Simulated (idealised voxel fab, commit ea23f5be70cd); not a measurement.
Herein follows the process module entitled voxel air gaps.
Displayed cross-section: cut, width of 265 nm, square cells sized 5 nm.
Cross-section spec: square-cell grid; bands listed top down; each band is one or more rows. It is stipulated that each band's entry specify, in nanometres, the height of the top of the band and then that of its bottom, followed by the materials of the band in left-to-right sequence, each together with its width in nanometres. A single material marked by the word "throughout" is understood to fill the band from edge to edge; the word "blank" is understood to denote empty space. Convention: height 0 is the level below which the wafer, as received, is all one material. The lowest band does not terminate at the bottom but continues downward, represented as "0 and below". Note: "30..40" means the width goes from the first number (top row of the band) to the second number (bottom row) in equal steps per row of cells. "nothing changed" -> step changed no cross-section cell. This entry, "Closed void entries", enumerates those empty regions of no fewer than 8 cells that possess no open connection to the top. Each region is reported in the form width x height at distance, the distance being taken from the left edge, with all three quantities expressed in nm. Note: text after step settings on the step line = simulator remark on that step. overlay nm: mask right of planned place by this much (step with mask). Neg. = left.

So here's the lineup of process steps we planned
1 RECEIVE | material Si
2 CONFORMAL_DEP | material SiO2 | thk nm 10
3 CONFORMAL_DEP | material SiN | thk nm 5
4 DIRECTIONAL_DEP | material lowk | thk nm 20
5 PATTERN | tone open | mask id LINES | material resist | width nm 25 | pitch nm 50 | thk nm 15 | overlay nm 0
6 DIRECTIONAL_ETCH | etch materials lowk | depth nm 30
7 STRIP | etch materials resist
8 CONFORMAL_DEP | material TiN | thk nm 5
9 FILL_DEP | material Ru | thk nm 10
10 CMP | height nm 45
11 EPI | material Ru | thk nm 10
12 SELECTIVE_ETCH | etch materials lowk | depth nm 40
13 CONFORMAL_DEP | material SiCN | thk nm 5
Across this set of wafers, the varied parameter is the thk nm of step 4. Starting conditions are identical for every wafer, and the plan reports the value assigned to the first wafer.

After step 1, as received: first of several wafers, cross-section
* 0 and below  Si throughout
* Closed void entries: none

Wafer rows, end of module: cells per material gained (+) or lost (-) since receipt; closed voids last
thk nm 20, +207 Ru, +53 SiCN, +53 SiN, +106 SiO2, +85 TiN, +132 lowk, Closed void entries: none
thk nm 25, +166 Ru, +53 SiCN, +53 SiN, +106 SiO2, +93 TiN, +165 lowk, Closed void entries: none
thk nm 30, +132 Ru, +137 SiCN, +53 SiN, +106 SiO2, +60 TiN, Closed void entries: 15 x 20 at 75; 15 x 20 at 125; 15 x 20 at 175
